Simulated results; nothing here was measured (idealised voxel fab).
Title: Process Module voxel released beams
It is cross-section cut that appears here, measuring 200 nm in width, its square cells being 5 nm in size.
In what follows, cross-sections appear as grids of square cells, described through bands that run from the top down, where every band is one or more rows of cells.
Band: top and bottom heights (nm) first, top before bottom; then materials from left to right, widths in nm. "all across" marks a sole material filling the band edge to edge. "air" denotes empty space.
For the purposes of this specification, 0 denotes the height below which the wafer in its as-received condition is composed wholly of one material, and the lowermost band, lacking a lower limit, extends downward without end, as expressed in "top 0, no bottom".
A width such as "30->40" changes by the same amount from each row of cells to the next, from the band's top row to its bottom row.
"left unchanged" means the step left every cell of the cross-section as it was.
"Closed empty spaces" - sealed voids, min. 8 cells, no opening to top; format: width x height at distance (distance from left edge; nm throughout).
Post-settings text on a step line: simulator's own remark regarding the step.
The "overlay nm" setting may appear on a step's line; for a step that uses a mask, it gives how far to the right of its planned position the mask lay, and a negative value indicates the left.
How should the pairs below be read? Each gives the cross-section before one process step and the cross-section after it, the latter drawn only to the lowest band that changed; the step that lies between them, with its settings, appears under the pair. Does a pair pick up where the pair above left off? Only where its entry headed "Pre-process state" says so, since pairs can come from different runs of this module on the same starting wafer.

### Pre-process state
top 0, no bottom  Si all across
Closed empty spaces: none

### Post-Step Section View
top 5, bottom 0  SiN all across
Beneath the level 0, the cross-section is identical to its previous state.
Closed empty spaces: none
Upper to lower cross-section via CONFORMAL_DEP with material SiN, thk nm 5

Pre-process state: The initial state for this step is given by the after cross-section of the immediately preceding pair.

### Post-Step Section View
top 25, bottom 5  SiO2 all across
Beneath the level 5, the cross-section is identical to its previous state.
Closed empty spaces: none
Upper to lower cross-section via DIRECTIONAL_DEP with material SiO2, thk nm 20

Pre-process state: The initial state for this step is given by the after cross-section of the immediately preceding pair.

### Post-Step Section View
top 40, bottom 25  resist 45, then air 35, then resist 120
Beneath the level 25, the cross-section is identical to its previous state.
Closed empty spaces: none
Upper to lower cross-section via PATTERN with tone open, mask id ANCHOR, material resist, width nm 35, thk nm 15, overlay nm 0

Pre-process state: The initial state for this step is given by the after cross-section of the immediately preceding pair.

### Post-Step Section View
top 40, bottom 25  resist 45, then air 35, then resist 120
top 25, bottom 5  SiO2 45, then air 35, then SiO2 120
Beneath the level 5, the cross-section is identical to its previous state.
Closed empty spaces: none
Upper to lower cross-section via DIRECTIONAL_ETCH with etch materials SiO2, depth nm 20

Pre-process state: The initial state for this step is given by the after cross-section of the immediately preceding pair.

### Post-Step Section View
top 25, bottom 5  SiO2 45, then air 35, then SiO2 120
Beneath the level 5, the cross-section is identical to its previous state.
Closed empty spaces: none
Upper to lower cross-section via STRIP with etch materials resist

Pre-process state: The initial state for this step is given by the after cross-section of the immediately preceding pair.

### Post-Step Section View
top 40, bottom 25  polySi 60, then air 5, then polySi 135
top 25, bottom 20  SiO2 45, then polySi 15, then air 5, then polySi 15, then SiO2 120
top 20, bottom 5  SiO2 45, then polySi 35, then SiO2 120
Beneath the level 5, the cross-section is identical to its previous state.
Closed empty spaces: none
Upper to lower cross-section via CONFORMAL_DEP with material polySi, thk nm 15

Pre-process state: The initial state for this step is given by the after cross-section of the immediately preceding pair.

### Post-Step Section View
top 55, bottom 40  aC 60, then air 5, then aC 135
top 40, bottom 35  polySi 60, then air 5, then polySi 135
top 35, bottom 25  polySi 60, then aC 5, then polySi 135
top 25, bottom 20  SiO2 45, then polySi 15, then aC 5, then polySi 15, then SiO2 120
Beneath the level 20, the cross-section is identical to its previous state.
Closed empty spaces: none
Upper to lower cross-section via DIRECTIONAL_DEP with material aC, thk nm 15

Pre-process state: The initial state for this step is given by the after cross-section of the immediately preceding pair.

### Post-Step Section View
top 85, bottom 55  air 40, then resist 110, then air 50
top 55, bottom 40  aC 60, then resist 5, then aC 135
top 40, bottom 35  polySi 60, then resist 5, then polySi 135
Beneath the level 35, the cross-section is identical to its previous state.
Closed empty spaces: none
Upper to lower cross-section via PATTERN with tone cover, mask id BEAM, material resist, width nm 110, thk nm 30, overlay nm 0

Pre-process state: The initial state for this step is given by the after cross-section of the immediately preceding pair.

### Post-Step Section View
top 70, bottom 55  air 40, then resist 110, then air 50
top 55, bottom 40  air 40, then aC 20, then resist 5, then aC 85, then air 50
Beneath the level 40, the cross-section is identical to its previous state.
Closed empty spaces: none
Upper to lower cross-section via DIRECTIONAL_ETCH with etch materials aC, depth nm 15

Pre-process state: The initial state for this step is given by the after cross-section of the immediately preceding pair.

### Post-Step Section View
top 55, bottom 40  air 40, then aC 20, then air 5, then aC 85, then air 50
top 40, bottom 35  polySi 60, then air 5, then polySi 135
Beneath the level 35, the cross-section is identical to its previous state.
Closed empty spaces: none
Upper to lower cross-section via STRIP with etch materials resist

Pre-process state: The initial state for this step is given by the after cross-section of the immediately preceding pair.

### Post-Step Section View
top 55, bottom 40  air 40, then aC 20, then air 5, then aC 85, then air 50
top 40, bottom 35  air 40, then polySi 20, then air 5, then polySi 85, then air 50
top 35, bottom 25  air 40, then polySi 20, then aC 5, then polySi 85, then air 50
Beneath the level 25, the cross-section is identical to its previous state.
Closed empty spaces: none
Upper to lower cross-section via DIRECTIONAL_ETCH with etch materials polySi, depth nm 15

Pre-process state: The initial state for this step is given by the after cross-section of the immediately preceding pair.

### Post-Step Section View
top 40, bottom 25  air 40, then polySi 20, then air 5, then polySi 85, then air 50
top 25, bottom 20  SiO2 45, then polySi 15, then air 5, then polySi 15, then SiO2 120
Beneath the level 20, the cross-section is identical to its previous state.
Closed empty spaces: none
Upper to lower cross-section via STRIP with etch materials aC

Pre-process state: The initial state for this step is given by the after cross-section of the immediately preceding pair.

### Post-Step Section View
top 40, bottom 25  air 40, then polySi 20, then air 5, then polySi 85, then air 50
top 25, bottom 20  air 45, then polySi 15, then air 5, then polySi 15, then air 120
top 20, bottom 5  air 45, then polySi 35, then air 120
Beneath the level 5, the cross-section is identical to its previous state.
Closed empty spaces: none
Upper to lower cross-section via STRIP with etch materials SiO2

### Pre-process state
top 0, no bottom  Si all across
Closed empty spaces: none

### Post-Step Section View
top 20, bottom 0  SiO2 all across
Beneath the level 0, the cross-section is identical to its previous state.
Closed empty spaces: none
Upper to lower cross-section via DIRECTIONAL_DEP with material SiO2, thk nm 20

Pre-process state: The initial state for this step is given by the after cross-section of the immediately preceding pair.

### Post-Step Section View
top 35, bottom 20  resist 45, then air 35, then resist 120
Beneath the level 20, the cross-section is identical to its previous state.
Closed empty spaces: none
Upper to lower cross-section via PATTERN with tone open, mask id ANCHOR, material resist, width nm 35, thk nm 15, overlay nm 0

Pre-process state: The initial state for this step is given by the after cross-section of the immediately preceding pair.

### Post-Step Section View
top 35, bottom 20  resist 45, then air 35, then resist 120
top 20, bottom 0  SiO2 45, then air 35, then SiO2 120
Beneath the level 0, the cross-section is identical to its previous state.
Closed empty spaces: none
Upper to lower cross-section via DIRECTIONAL_ETCH with etch materials SiO2, depth nm 20

Pre-process state: The initial state for this step is given by the after cross-section of the immediately preceding pair.

### Post-Step Section View
top 20, bottom 0  SiO2 45, then air 35, then SiO2 120
Beneath the level 0, the cross-section is identical to its previous state.
Closed empty spaces: none
Upper to lower cross-section via STRIP with etch materials resist

Pre-process state: The initial state for this step is given by the after cross-section of the immediately preceding pair.

### Post-Step Section View
top 35, bottom 20  polySi 60, then air 5, then polySi 135
top 20, bottom 15  SiO2 45, then polySi 15, then air 5, then polySi 15, then SiO2 120
top 15, bottom 0  SiO2 45, then polySi 35, then SiO2 120
Beneath the level 0, the cross-section is identical to its previous state.
Closed empty spaces: none
Upper to lower cross-section via CONFORMAL_DEP with material polySi, thk nm 15

Pre-process state: The initial state for this step is given by the after cross-section of the immediately preceding pair.

### Post-Step Section View
top 50, bottom 35  aC 60, then air 5, then aC 135
top 35, bottom 30  polySi 60, then air 5, then polySi 135
top 30, bottom 20  polySi 60, then aC 5, then polySi 135
top 20, bottom 15  SiO2 45, then polySi 15, then aC 5, then polySi 15, then SiO2 120
Beneath the level 15, the cross-section is identical to its previous state.
Closed empty spaces: none
Upper to lower cross-section via DIRECTIONAL_DEP with material aC, thk nm 15

Pre-process state: The initial state for this step is given by the after cross-section of the immediately preceding pair.

### Post-Step Section View
top 80, bottom 50  air 40, then resist 110, then air 50
top 50, bottom 35  aC 60, then resist 5, then aC 135
top 35, bottom 30  polySi 60, then resist 5, then polySi 135
Beneath the level 30, the cross-section is identical to its previous state.
Closed empty spaces: none
Upper to lower cross-section via PATTERN with tone cover, mask id BEAM, material resist, width nm 110, thk nm 30, overlay nm 0

Pre-process state: The initial state for this step is given by the after cross-section of the immediately preceding pair.

### Post-Step Section View
top 65, bottom 50  air 40, then resist 110, then air 50
top 50, bottom 35  air 40, then aC 20, then resist 5, then aC 85, then air 50
Beneath the level 35, the cross-section is identical to its previous state.
Closed empty spaces: none
Upper to lower cross-section via DIRECTIONAL_ETCH with etch materials aC, depth nm 15

Pre-process state: The initial state for this step is given by the after cross-section of the immediately preceding pair.

### Post-Step Section View
top 50, bottom 35  air 40, then aC 20, then air 5, then aC 85, then air 50
top 35, bottom 30  polySi 60, then air 5, then polySi 135
Beneath the level 30, the cross-section is identical to its previous state.
Closed empty spaces: none
Upper to lower cross-section via STRIP with etch materials resist

Pre-process state: The initial state for this step is given by the after cross-section of the immediately preceding pair.

### Post-Step Section View
top 50, bottom 35  air 40, then aC 20, then air 5, then aC 85, then air 50
top 35, bottom 30  air 40, then polySi 20, then air 5, then polySi 85, then air 50
top 30, bottom 20  air 40, then polySi 20, then aC 5, then polySi 85, then air 50
Beneath the level 20, the cross-section is identical to its previous state.
Closed empty spaces: none
Upper to lower cross-section via DIRECTIONAL_ETCH with etch materials polySi, depth nm 15

Pre-process state: The initial state for this step is given by the after cross-section of the immediately preceding pair.

### Post-Step Section View
top 35, bottom 20  air 40, then polySi 20, then air 5, then polySi 85, then air 50
top 20, bottom 15  SiO2 45, then polySi 15, then air 5, then polySi 15, then SiO2 120
Beneath the level 15, the cross-section is identical to its previous state.
Closed empty spaces: none
Upper to lower cross-section via STRIP with etch materials aC

Pre-process state: The initial state for this step is given by the after cross-section of the immediately preceding pair.

### Post-Step Section View
top 35, bottom 20  air 40, then polySi 20, then air 5, then polySi 85, then air 50
top 20, bottom 15  air 45, then polySi 15, then air 5, then polySi 15, then air 120
top 15, bottom 0  air 45, then polySi 35, then air 120
Beneath the level 0, the cross-section is identical to its previous state.
Closed empty spaces: none
Upper to lower cross-section via STRIP with etch materials SiO2

### Pre-process state
top 40, bottom 25  polySi 60, then air 5, then polySi 135
top 25, bottom 20  SiO2 45, then polySi 15, then air 5, then polySi 15, then SiO2 120
top 20, bottom 5  SiO2 45, then polySi 35, then SiO2 120
top 5, bottom 0  SiN all across
top 0, no bottom  Si all across
Closed empty spaces: none

### Post-Step Section View
top 55, bottom 25  polySi all across
top 25, bottom 5  SiO2 45, then polySi 35, then SiO2 120
Beneath the level 5, the cross-section is identical to its previous state.
Closed empty spaces: none
Upper to lower cross-section via CONFORMAL_DEP with material polySi, thk nm 15

Pre-process state: The initial state for this step is given by the after cross-section of the immediately preceding pair.

### Post-Step Section View
top 70, bottom 55  aC all across
Beneath the level 55, the cross-section is identical to its previous state.
Closed empty spaces: none
Upper to lower cross-section via DIRECTIONAL_DEP with material aC, thk nm 15

Pre-process state: The initial state for this step is given by the after cross-section of the immediately preceding pair.

### Post-Step Section View
top 100, bottom 70  air 40, then resist 110, then air 50
Beneath the level 70, the cross-section is identical to its previous state.
Closed empty spaces: none
Upper to lower cross-section via PATTERN with tone cover, mask id BEAM, material resist, width nm 110, thk nm 30, overlay nm 0

Pre-process state: The initial state for this step is given by the after cross-section of the immediately preceding pair.

### Post-Step Section View
top 85, bottom 70  air 40, then resist 110, then air 50
top 70, bottom 55  air 40, then aC 110, then air 50
Beneath the level 55, the cross-section is identical to its previous state.
Closed empty spaces: none
Upper to lower cross-section via DIRECTIONAL_ETCH with etch materials aC, depth nm 15

Pre-process state: The initial state for this step is given by the after cross-section of the immediately preceding pair.

### Post-Step Section View
top 70, bottom 55  air 40, then aC 110, then air 50
Beneath the level 55, the cross-section is identical to its previous state.
Closed empty spaces: none
Upper to lower cross-section via STRIP with etch materials resist

Pre-process state: The initial state for this step is given by the after cross-section of the immediately preceding pair.

### Post-Step Section View
top 70, bottom 55  air 40, then aC 110, then air 50
top 55, bottom 40  air 40, then polySi 110, then air 50
Beneath the level 40, the cross-section is identical to its previous state.
Closed empty spaces: none
Upper to lower cross-section via DIRECTIONAL_ETCH with etch materials polySi, depth nm 15

Pre-process state: The initial state for this step is given by the after cross-section of the immediately preceding pair.

### Post-Step Section View
top 55, bottom 40  air 40, then polySi 110, then air 50
Beneath the level 40, the cross-section is identical to its previous state.
Closed empty spaces: none
Upper to lower cross-section via STRIP with etch materials aC

### Pre-process state
top 20, bottom 0  SiO2 all across
top 0, no bottom  Si all across
Closed empty spaces: none

### Post-Step Section View
top 25, bottom 20  SiN all across
Beneath the level 20, the cross-section is identical to its previous state.
Closed empty spaces: none
Upper to lower cross-section via CONFORMAL_DEP with material SiN, thk nm 5

Pre-process state: The initial state for this step is given by the after cross-section of the immediately preceding pair.

### Post-Step Section View
top 40, bottom 25  resist 45, then air 35, then resist 120
Beneath the level 25, the cross-section is identical to its previous state.
Closed empty spaces: none
Upper to lower cross-section via PATTERN with tone open, mask id ANCHOR, material resist, width nm 35, thk nm 15, overlay nm 0

Pre-process state: The initial state for this step is given by the after cross-section of the immediately preceding pair.

### Post-Step Section View
top 25, bottom 20  SiN all across
Beneath the level 20, the cross-section is identical to its previous state.
Closed empty spaces: none
Upper to lower cross-section via STRIP with etch materials resist

Pre-process state: The initial state for this step is given by the after cross-section of the immediately preceding pair.

### Post-Step Section View
top 40, bottom 25  polySi all across
Beneath the level 25, the cross-section is identical to its previous state.
Closed empty spaces: none
Upper to lower cross-section via CONFORMAL_DEP with material polySi, thk nm 15

Pre-process state: The initial state for this step is given by the after cross-section of the immediately preceding pair.

### Post-Step Section View
top 55, bottom 40  aC all across
Beneath the level 40, the cross-section is identical to its previous state.
Closed empty spaces: none
Upper to lower cross-section via DIRECTIONAL_DEP with material aC, thk nm 15

Pre-process state: The initial state for this step is given by the after cross-section of the immediately preceding pair.

### Post-Step Section View
top 85, bottom 55  air 40, then resist 110, then air 50
Beneath the level 55, the cross-section is identical to its previous state.
Closed empty spaces: none
Upper to lower cross-section via PATTERN with tone cover, mask id BEAM, material resist, width nm 110, thk nm 30, overlay nm 0

Pre-process state: The initial state for this step is given by the after cross-section of the immediately preceding pair.

### Post-Step Section View
top 70, bottom 55  air 40, then resist 110, then air 50
top 55, bottom 40  air 40, then aC 110, then air 50
Beneath the level 40, the cross-section is identical to its previous state.
Closed empty spaces: none
Upper to lower cross-section via DIRECTIONAL_ETCH with etch materials aC, depth nm 15

Pre-process state: The initial state for this step is given by the after cross-section of the immediately preceding pair.

### Post-Step Section View
top 55, bottom 40  air 40, then aC 110, then air 50
Beneath the level 40, the cross-section is identical to its previous state.
Closed empty spaces: none
Upper to lower cross-section via STRIP with etch materials resist

Pre-process state: The initial state for this step is given by the after cross-section of the immediately preceding pair.

### Post-Step Section View
top 55, bottom 40  air 40, then aC 110, then air 50
top 40, bottom 25  air 40, then polySi 110, then air 50
Beneath the level 25, the cross-section is identical to its previous state.
Closed empty spaces: none
Upper to lower cross-section via DIRECTIONAL_ETCH with etch materials polySi, depth nm 15

Pre-process state: The initial state for this step is given by the after cross-section of the immediately preceding pair.

### Post-Step Section View
top 40, bottom 25  air 40, then polySi 110, then air 50
Beneath the level 25, the cross-section is identical to its previous state.
Closed empty spaces: none
Upper to lower cross-section via STRIP with etch materials aC

### Pre-process state
top 55, bottom 40  air 40, then aC 20, then air 5, then aC 85, then air 50
top 40, bottom 35  polySi 60, then air 5, then polySi 135
top 35, bottom 25  polySi 60, then aC 5, then polySi 135
top 25, bottom 20  SiO2 45, then polySi 15, then aC 5, then polySi 15, then SiO2 120
top 20, bottom 5  SiO2 45, then polySi 35, then SiO2 120
top 5, bottom 0  SiN all across
top 0, no bottom  Si all across
Closed empty spaces: none

### Post-Step Section View
top 55, bottom 40  air 40, then aC 20, then air 5, then aC 85, then air 50
top 40, bottom 35  air 40, then polySi 20, then air 5, then polySi 85, then air 50
top 35, bottom 30  air 40, then polySi 20, then aC 5, then polySi 85, then air 50
Beneath the level 30, the cross-section is identical to its previous state.
Closed empty spaces: none
Upper to lower cross-section via DIRECTIONAL_ETCH with etch materials polySi, depth nm 10

Pre-process state: The initial state for this step is given by the after cross-section of the immediately preceding pair.

### Post-Step Section View
top 40, bottom 30  air 40, then polySi 20, then air 5, then polySi 85, then air 50
top 30, bottom 25  polySi 60, then air 5, then polySi 135
top 25, bottom 20  SiO2 45, then polySi 15, then air 5, then polySi 15, then SiO2 120
Beneath the level 20, the cross-section is identical to its previous state.
Closed empty spaces: none
Upper to lower cross-section via STRIP with etch materials aC

### Pre-process state
top 25, bottom 5  SiO2 all across
top 5, bottom 0  SiN all across
top 0, no bottom  Si all across
Closed empty spaces: none

### Post-Step Section View
top 40, bottom 25  resist 50, then air 30, then resist 120
Beneath the level 25, the cross-section is identical to its previous state.
Closed empty spaces: none
Upper to lower cross-section via PATTERN with tone open, mask id ANCHOR, material resist, width nm 30, thk nm 15, overlay nm 0

Pre-process state: The initial state for this step is given by the after cross-section of the immediately preceding pair.

### Post-Step Section View
top 40, bottom 25  resist 50, then air 30, then resist 120
top 25, bottom 5  SiO2 50, then air 30, then SiO2 120
Beneath the level 5, the cross-section is identical to its previous state.
Closed empty spaces: none
Upper to lower cross-section via DIRECTIONAL_ETCH with etch materials SiO2, depth nm 20

Pre-process state: The initial state for this step is given by the after cross-section of the immediately preceding pair.

### Post-Step Section View
top 25, bottom 5  SiO2 50, then air 30, then SiO2 120
Beneath the level 5, the cross-section is identical to its previous state.
Closed empty spaces: none
Upper to lower cross-section via STRIP with etch materials resist

Pre-process state: The initial state for this step is given by the after cross-section of the immediately preceding pair.

### Post-Step Section View
top 40, bottom 25  polySi all across
top 25, bottom 5  SiO2 50, then polySi 30, then SiO2 120
Beneath the level 5, the cross-section is identical to its previous state.
Closed empty spaces: none
Upper to lower cross-section via CONFORMAL_DEP with material polySi, thk nm 15

Pre-process state: The initial state for this step is given by the after cross-section of the immediately preceding pair.

### Post-Step Section View
top 55, bottom 40  aC all across
Beneath the level 40, the cross-section is identical to its previous state.
Closed empty spaces: none
Upper to lower cross-section via DIRECTIONAL_DEP with material aC, thk nm 15

Pre-process state: The initial state for this step is given by the after cross-section of the immediately preceding pair.

### Post-Step Section View
top 85, bottom 55  air 40, then resist 110, then air 50
Beneath the level 55, the cross-section is identical to its previous state.
Closed empty spaces: none
Upper to lower cross-section via PATTERN with tone cover, mask id BEAM, material resist, width nm 110, thk nm 30, overlay nm 0

Pre-process state: The initial state for this step is given by the after cross-section of the immediately preceding pair.

### Post-Step Section View
top 70, bottom 55  air 40, then resist 110, then air 50
top 55, bottom 40  air 40, then aC 110, then air 50
Beneath the level 40, the cross-section is identical to its previous state.
Closed empty spaces: none
Upper to lower cross-section via DIRECTIONAL_ETCH with etch materials aC, depth nm 15

Pre-process state: The initial state for this step is given by the after cross-section of the immediately preceding pair.

### Post-Step Section View
top 55, bottom 40  air 40, then aC 110, then air 50
Beneath the level 40, the cross-section is identical to its previous state.
Closed empty spaces: none
Upper to lower cross-section via STRIP with etch materials resist

Pre-process state: The initial state for this step is given by the after cross-section of the immediately preceding pair.

### Post-Step Section View
top 55, bottom 40  air 40, then aC 110, then air 50
top 40, bottom 25  air 40, then polySi 110, then air 50
Beneath the level 25, the cross-section is identical to its previous state.
Closed empty spaces: none
Upper to lower cross-section via DIRECTIONAL_ETCH with etch materials polySi, depth nm 15

Pre-process state: The initial state for this step is given by the after cross-section of the immediately preceding pair.

### Post-Step Section View
top 40, bottom 25  air 40, then polySi 110, then air 50
Beneath the level 25, the cross-section is identical to its previous state.
Closed empty spaces: none
Upper to lower cross-section via STRIP with etch materials aC

Pre-process state: The initial state for this step is given by the after cross-section of the immediately preceding pair.

### Post-Step Section View
top 40, bottom 25  air 40, then polySi 110, then air 50
top 25, bottom 5  air 50, then polySi 30, then air 120
Beneath the level 5, the cross-section is identical to its previous state.
Closed empty spaces: none
Upper to lower cross-section via STRIP with etch materials SiO2

### Pre-process state
top 25, bottom 5  SiO2 all across
top 5, bottom 0  SiN all across
top 0, no bottom  Si all across
Closed empty spaces: none

### Post-Step Section View
top 40, bottom 25  resist 50, then air 35, then resist 115
Beneath the level 25, the cross-section is identical to its previous state.
Closed empty spaces: none
Upper to lower cross-section via PATTERN with tone open, mask id ANCHOR, material resist, width nm 35, thk nm 15, overlay nm 5

Pre-process state: The initial state for this step is given by the after cross-section of the immediately preceding pair.

### Post-Step Section View
top 40, bottom 25  resist 50, then air 35, then resist 115
top 25, bottom 5  SiO2 50, then air 35, then SiO2 115
Beneath the level 5, the cross-section is identical to its previous state.
Closed empty spaces: none
Upper to lower cross-section via DIRECTIONAL_ETCH with etch materials SiO2, depth nm 20

Pre-process state: The initial state for this step is given by the after cross-section of the immediately preceding pair.

### Post-Step Section View
top 25, bottom 5  SiO2 50, then air 35, then SiO2 115
Beneath the level 5, the cross-section is identical to its previous state.
Closed empty spaces: none
Upper to lower cross-section via STRIP with etch materials resist

Pre-process state: The initial state for this step is given by the after cross-section of the immediately preceding pair.

### Post-Step Section View
top 40, bottom 25  polySi 65, then air 5, then polySi 130
top 25, bottom 20  SiO2 50, then polySi 15, then air 5, then polySi 15, then SiO2 115
top 20, bottom 5  SiO2 50, then polySi 35, then SiO2 115
Beneath the level 5, the cross-section is identical to its previous state.
Closed empty spaces: none
Upper to lower cross-section via CONFORMAL_DEP with material polySi, thk nm 15

Pre-process state: The initial state for this step is given by the after cross-section of the immediately preceding pair.

### Post-Step Section View
top 55, bottom 40  aC 65, then air 5, then aC 130
top 40, bottom 35  polySi 65, then air 5, then polySi 130
top 35, bottom 25  polySi 65, then aC 5, then polySi 130
top 25, bottom 20  SiO2 50, then polySi 15, then aC 5, then polySi 15, then SiO2 115
Beneath the level 20, the cross-section is identical to its previous state.
Closed empty spaces: none
Upper to lower cross-section via DIRECTIONAL_DEP with material aC, thk nm 15

Pre-process state: The initial state for this step is given by the after cross-section of the immediately preceding pair.

### Post-Step Section View
top 85, bottom 55  air 40, then resist 110, then air 50
top 55, bottom 40  aC 65, then resist 5, then aC 130
top 40, bottom 35  polySi 65, then resist 5, then polySi 130
Beneath the level 35, the cross-section is identical to its previous state.
Closed empty spaces: none
Upper to lower cross-section via PATTERN with tone cover, mask id BEAM, material resist, width nm 110, thk nm 30, overlay nm 0

Pre-process state: The initial state for this step is given by the after cross-section of the immediately preceding pair.

### Post-Step Section View
top 70, bottom 55  air 40, then resist 110, then air 50
top 55, bottom 40  air 40, then aC 25, then resist 5, then aC 80, then air 50
Beneath the level 40, the cross-section is identical to its previous state.
Closed empty spaces: none
Upper to lower cross-section via DIRECTIONAL_ETCH with etch materials aC, depth nm 15

Pre-process state: The initial state for this step is given by the after cross-section of the immediately preceding pair.

### Post-Step Section View
top 55, bottom 40  air 40, then aC 25, then air 5, then aC 80, then air 50
top 40, bottom 35  polySi 65, then air 5, then polySi 130
Beneath the level 35, the cross-section is identical to its previous state.
Closed empty spaces: none
Upper to lower cross-section via STRIP with etch materials resist

Pre-process state: The initial state for this step is given by the after cross-section of the immediately preceding pair.

### Post-Step Section View
top 55, bottom 40  air 40, then aC 25, then air 5, then aC 80, then air 50
top 40, bottom 35  air 40, then polySi 25, then air 5, then polySi 80, then air 50
top 35, bottom 25  air 40, then polySi 25, then aC 5, then polySi 80, then air 50
Beneath the level 25, the cross-section is identical to its previous state.
Closed empty spaces: none
Upper to lower cross-section via DIRECTIONAL_ETCH with etch materials polySi, depth nm 15

Pre-process state: The initial state for this step is given by the after cross-section of the immediately preceding pair.

### Post-Step Section View
top 40, bottom 25  air 40, then polySi 25, then air 5, then polySi 80, then air 50
top 25, bottom 20  SiO2 50, then polySi 15, then air 5, then polySi 15, then SiO2 115
Beneath the level 20, the cross-section is identical to its previous state.
Closed empty spaces: none
Upper to lower cross-section via STRIP with etch materials aC

Pre-process state: The initial state for this step is given by the after cross-section of the immediately preceding pair.

### Post-Step Section View
top 40, bottom 25  air 40, then polySi 25, then air 5, then polySi 80, then air 50
top 25, bottom 20  air 50, then polySi 15, then air 5, then polySi 15, then air 115
top 20, bottom 5  air 50, then polySi 35, then air 115
Beneath the level 5, the cross-section is identical to its previous state.
Closed empty spaces: none
Upper to lower cross-section via STRIP with etch materials SiO2

### Pre-process state
top 0, no bottom  Si all across
Closed empty spaces: none

### Post-Step Section View
top 5, bottom 0  SiO2 all across
Beneath the level 0, the cross-section is identical to its previous state.
Closed empty spaces: none
Upper to lower cross-section via CONFORMAL_DEP with material SiO2, thk nm 5

Pre-process state: The initial state for this step is given by the after cross-section of the immediately preceding pair.

### Post-Step Section View
top 25, bottom 0  SiO2 all across
Beneath the level 0, the cross-section is identical to its previous state.
Closed empty spaces: none
Upper to lower cross-section via DIRECTIONAL_DEP with material SiO2, thk nm 20

Pre-process state: The initial state for this step is given by the after cross-section of the immediately preceding pair.

### Post-Step Section View
top 40, bottom 25  resist 45, then air 35, then resist 120
Beneath the level 25, the cross-section is identical to its previous state.
Closed empty spaces: none
Upper to lower cross-section via PATTERN with tone open, mask id ANCHOR, material resist, width nm 35, thk nm 15, overlay nm 0

Pre-process state: The initial state for this step is given by the after cross-section of the immediately preceding pair.

### Post-Step Section View
top 40, bottom 25  resist 45, then air 35, then resist 120
top 25, bottom 5  SiO2 45, then air 35, then SiO2 120
Beneath the level 5, the cross-section is identical to its previous state.
Closed empty spaces: none
Upper to lower cross-section via DIRECTIONAL_ETCH with etch materials SiO2, depth nm 20

Pre-process state: The initial state for this step is given by the after cross-section of the immediately preceding pair.

### Post-Step Section View
top 25, bottom 5  SiO2 45, then air 35, then SiO2 120
Beneath the level 5, the cross-section is identical to its previous state.
Closed empty spaces: none
Upper to lower cross-section via STRIP with etch materials resist

Pre-process state: The initial state for this step is given by the after cross-section of the immediately preceding pair.

### Post-Step Section View
top 40, bottom 25  polySi 60, then air 5, then polySi 135
top 25, bottom 20  SiO2 45, then polySi 15, then air 5, then polySi 15, then SiO2 120
top 20, bottom 5  SiO2 45, then polySi 35, then SiO2 120
Beneath the level 5, the cross-section is identical to its previous state.
Closed empty spaces: none
Upper to lower cross-section via CONFORMAL_DEP with material polySi, thk nm 15

Pre-process state: The initial state for this step is given by the after cross-section of the immediately preceding pair.

### Post-Step Section View
top 55, bottom 40  aC 60, then air 5, then aC 135
top 40, bottom 35  polySi 60, then air 5, then polySi 135
top 35, bottom 25  polySi 60, then aC 5, then polySi 135
top 25, bottom 20  SiO2 45, then polySi 15, then aC 5, then polySi 15, then SiO2 120
Beneath the level 20, the cross-section is identical to its previous state.
Closed empty spaces: none
Upper to lower cross-section via DIRECTIONAL_DEP with material aC, thk nm 15

Pre-process state: The initial state for this step is given by the after cross-section of the immediately preceding pair.

### Post-Step Section View
top 85, bottom 55  air 40, then resist 110, then air 50
top 55, bottom 40  aC 60, then resist 5, then aC 135
top 40, bottom 35  polySi 60, then resist 5, then polySi 135
Beneath the level 35, the cross-section is identical to its previous state.
Closed empty spaces: none
Upper to lower cross-section via PATTERN with tone cover, mask id BEAM, material resist, width nm 110, thk nm 30, overlay nm 0

Pre-process state: The initial state for this step is given by the after cross-section of the immediately preceding pair.

### Post-Step Section View
top 70, bottom 55  air 40, then resist 110, then air 50
top 55, bottom 40  air 40, then aC 20, then resist 5, then aC 85, then air 50
Beneath the level 40, the cross-section is identical to its previous state.
Closed empty spaces: none
Upper to lower cross-section via DIRECTIONAL_ETCH with etch materials aC, depth nm 15

Pre-process state: The initial state for this step is given by the after cross-section of the immediately preceding pair.

### Post-Step Section View
top 55, bottom 40  air 40, then aC 20, then air 5, then aC 85, then air 50
top 40, bottom 35  polySi 60, then air 5, then polySi 135
Beneath the level 35, the cross-section is identical to its previous state.
Closed empty spaces: none
Upper to lower cross-section via STRIP with etch materials resist

Pre-process state: The initial state for this step is given by the after cross-section of the immediately preceding pair.

### Post-Step Section View
top 55, bottom 40  air 40, then aC 20, then air 5, then aC 85, then air 50
top 40, bottom 35  air 40, then polySi 20, then air 5, then polySi 85, then air 50
top 35, bottom 25  air 40, then polySi 20, then aC 5, then polySi 85, then air 50
Beneath the level 25, the cross-section is identical to its previous state.
Closed empty spaces: none
Upper to lower cross-section via DIRECTIONAL_ETCH with etch materials polySi, depth nm 15

Pre-process state: The initial state for this step is given by the after cross-section of the immediately preceding pair.

### Post-Step Section View
top 40, bottom 25  air 40, then polySi 20, then air 5, then polySi 85, then air 50
top 25, bottom 20  SiO2 45, then polySi 15, then air 5, then polySi 15, then SiO2 120
Beneath the level 20, the cross-section is identical to its previous state.
Closed empty spaces: none
Upper to lower cross-section via STRIP with etch materials aC

Pre-process state: The initial state for this step is given by the after cross-section of the immediately preceding pair.

### Post-Step Section View
top 0, no bottom  Si all across
Closed empty spaces: none
Upper to lower cross-section via STRIP with etch materials SiO2

### Pre-process state
top 25, bottom 5  SiO2 all across
top 5, bottom 0  SiN all across
top 0, no bottom  Si all across
Closed empty spaces: none

### Post-Step Section View
top 40, bottom 25  air 45, then resist 35, then air 120
Beneath the level 25, the cross-section is identical to its previous state.
Closed empty spaces: none
Upper to lower cross-section via PATTERN with tone cover, mask id ANCHOR, material resist, width nm 35, thk nm 15, overlay nm 0

Pre-process state: The initial state for this step is given by the after cross-section of the immediately preceding pair.

### Post-Step Section View
top 40, bottom 25  air 45, then resist 35, then air 120
top 25, bottom 5  air 45, then SiO2 35, then air 120
Beneath the level 5, the cross-section is identical to its previous state.
Closed empty spaces: none
Upper to lower cross-section via DIRECTIONAL_ETCH with etch materials SiO2, depth nm 20

Pre-process state: The initial state for this step is given by the after cross-section of the immediately preceding pair.

### Post-Step Section View
top 25, bottom 5  air 45, then SiO2 35, then air 120
Beneath the level 5, the cross-section is identical to its previous state.
Closed empty spaces: none
Upper to lower cross-section via STRIP with etch materials resist
